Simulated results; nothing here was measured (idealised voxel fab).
Herein follows the process module entitled voxel ribs on slabs.
For reference, the cross-section in this document is cut, with width 260 nm and square cells of 5 nm.
Reading order for cross-sections: top band down to bottom band. Underlying form: a grid of square cells. Band size: one or more rows of cells. Band entry format. Leading values: height of top, height of bottom, nm. Remainder: materials in left-to-right order, each with its width in nm. Special words: "full width" on a single material, which then fills the band edge to edge; "blank", empty space. Heights are measured from 0, the level below which the as-received wafer is all one material; the lowest band has no bottom and continues downward, written as in "0 and below". Think of "30->40" as a width that walks from the first number to the second as you go down the band, top row to bottom row, taking equal-sized steps from row to row. What does "same as before" mean for a step? It means no cell of the cross-section changed in that step. Closed-off voids of 8+ cells (no open route to the top) go in "Entrapped voids", written width x height at distance from the left edge, in nm. The remark found on a step's line after its settings is issued by the simulator itself and pertains to that step. On any step carrying a mask, the "overlay nm" setting, if present on the step's line, tells how far right of its planned place the mask lay; negative values point to the left.
### Here's what the planned process steps look like
1: RECEIVE [material Si]
2: DIRECTIONAL_DEP [material SiO2] [thk nm 20]
3: DIRECTIONAL_DEP [material SiN] [thk nm 25]
4: DIRECTIONAL_DEP [material aC] [thk nm 10]
5: PATTERN [tone cover] [mask id RIB] [material resist] [width nm 20] [thk nm 25] [overlay nm 0]
6: DIRECTIONAL_ETCH [etch materials aC] [depth nm 10]
7: STRIP [etch materials resist]
8: DIRECTIONAL_ETCH [etch materials SiN] [depth nm 5]
9: STRIP [etch materials aC]
10: MASKED_ETCH [tone cover] [mask id SLAB] [width nm 60] [etch materials SiN] [depth nm 20] [overlay nm 0]
11: FILL_DEP [material SiO2] [thk nm 15]
12: CMP [height nm 55]
13: DIRECTIONAL_DEP [material W] [thk nm 5]
14: PATTERN [tone cover] [mask id HEATER] [material resist] [width nm 30] [thk nm 15] [overlay nm 0]
15: DIRECTIONAL_ETCH [etch materials W] [depth nm 5]
16: STRIP [etch materials resist]
17: CONFORMAL_DEP [material SiO2] [thk nm 10]
### As-received wafer cross-section (after step 1)
	0 and below  Si full width
	Entrapped voids: none
### a wafer at the end: this start, this plan, one mistake
	70 down to 65  105 nm blank | 50 nm SiO2 | 105 nm blank
	65 down to 60  SiO2 full width
	60 down to 55  115 nm SiO2 | 30 nm W | 115 nm SiO2
	55 down to 45  SiO2 full width
	45 down to 40  120 nm SiO2 | 20 nm SiN | 120 nm SiO2
	40 down to 20  95 nm SiO2 | 70 nm SiN | 95 nm SiO2
	20 down to 0  SiO2 full width
	0 and below  Si full width
	Entrapped voids: none
In executing the process, a mistake was made relative to the plan: so step 10 ended up running with a different setting than we planned, it ran as MASKED_ETCH [tone cover] [mask id SLAB] [width nm 70] [etch materials SiN] [depth nm 20] [overlay nm 0]
